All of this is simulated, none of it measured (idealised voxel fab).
The process module that follows is named voxel quadruple lines.
Xsec cut, 255 nm wide, square cell size 5 nm.
Reading order for cross-sections: top band down to bottom band. Underlying form: a grid of square cells. Band size: one or more rows of cells. It is stipulated that each band's entry specify, in nanometres, the height of the top of the band and then that of its bottom, followed by the materials of the band in left-to-right sequence, each together with its width in nanometres. A single material marked by the word "throughout" is understood to fill the band from edge to edge; the word "air" is understood to denote empty space. A quick word on heights: they are counted from 0, and under that level the wafer as it came to us is one material throughout. The lowest band is different from the rest in having no bottom; it simply continues downward, written as in "0 down". Quick explanation for "30->40": the width changes in equal steps down the rows of cells, from the first number in the band's top row to the second number in its bottom row. Basically "remained unchanged" means that step didn't change any cell in the cross-section. So "Voids lacking openings" is basically the list of trapped voids: any empty space of 8 cells or more that can't reach the top through an opening. They're written width x height at distance, the distance being from the left edge, and it's all nm. It should be noted that, on the line of a given step, the content following the step's settings is a remark produced by the simulator itself with respect to that step. "overlay nm" denotes, for a step that has a mask, the displacement of the mask to the right of its planned place, with negative values corresponding to the left.

## The following list gives the planned process steps
1,RECEIVE: material Si
2,CONFORMAL_DEP: material SiO2, thk nm 10
3,DIRECTIONAL_DEP: material Ru, thk nm 10
4,DIRECTIONAL_DEP: material polySi, thk nm 20
5,DIRECTIONAL_DEP: material aC, thk nm 20
6,PATTERN: tone cover, mask id MANDREL, material resist, width nm 35, thk nm 30, overlay nm 0
7,DIRECTIONAL_ETCH: etch materials aC, depth nm 20
8,STRIP: etch materials resist
9,CONFORMAL_DEP: material SiO2, thk nm 15
10,DIRECTIONAL_ETCH: etch materials SiO2, depth nm 15
11,STRIP: etch materials aC
12,DIRECTIONAL_ETCH: etch materials polySi, depth nm 20
13,STRIP: etch materials SiO2
14,CONFORMAL_DEP: material SiCN, thk nm 10
15,DIRECTIONAL_ETCH: etch materials SiCN, depth nm 10
16,STRIP: etch materials polySi
17,DIRECTIONAL_ETCH: etch materials Ru, depth nm 10
18,STRIP: etch materials SiCN
19,FILL_DEP: material lowk, thk nm 5
20,CMP: height nm 20

## Delivered wafer in cross-section: state after step 1
0 down | Si throughout
Voids lacking openings: none

## End-of-module cross-section of the first of two wafers, processed as planned
20 to 10 | 85 lowk / 10 Ru / 15 lowk / 10 Ru / 15 lowk / 10 Ru / 15 lowk / 10 Ru / 85 lowk
10 to 0 | SiO2 throughout
0 down | Si throughout
Voids lacking openings: none

## Second of two wafers, module complete, sectioned: it shares the first wafer's start and plan but was run with one mistake
20 to 10 | 80 lowk / 10 Ru / 15 lowk / 10 Ru / 15 lowk / 10 Ru / 15 lowk / 10 Ru / 90 lowk
10 to 0 | SiO2 throughout
0 down | Si throughout
Voids lacking openings: none
Want to know what went wrong? it should be noted that step 6 was executed with settings other than those planned, the operation and settings actually applied being PATTERN: tone cover, mask id MANDREL, material resist, width nm 35, thk nm 30, overlay nm -5
In the final comparison it is observed that the number of cells assigned to each material is identical for the two wafers, whereas their placement is not.
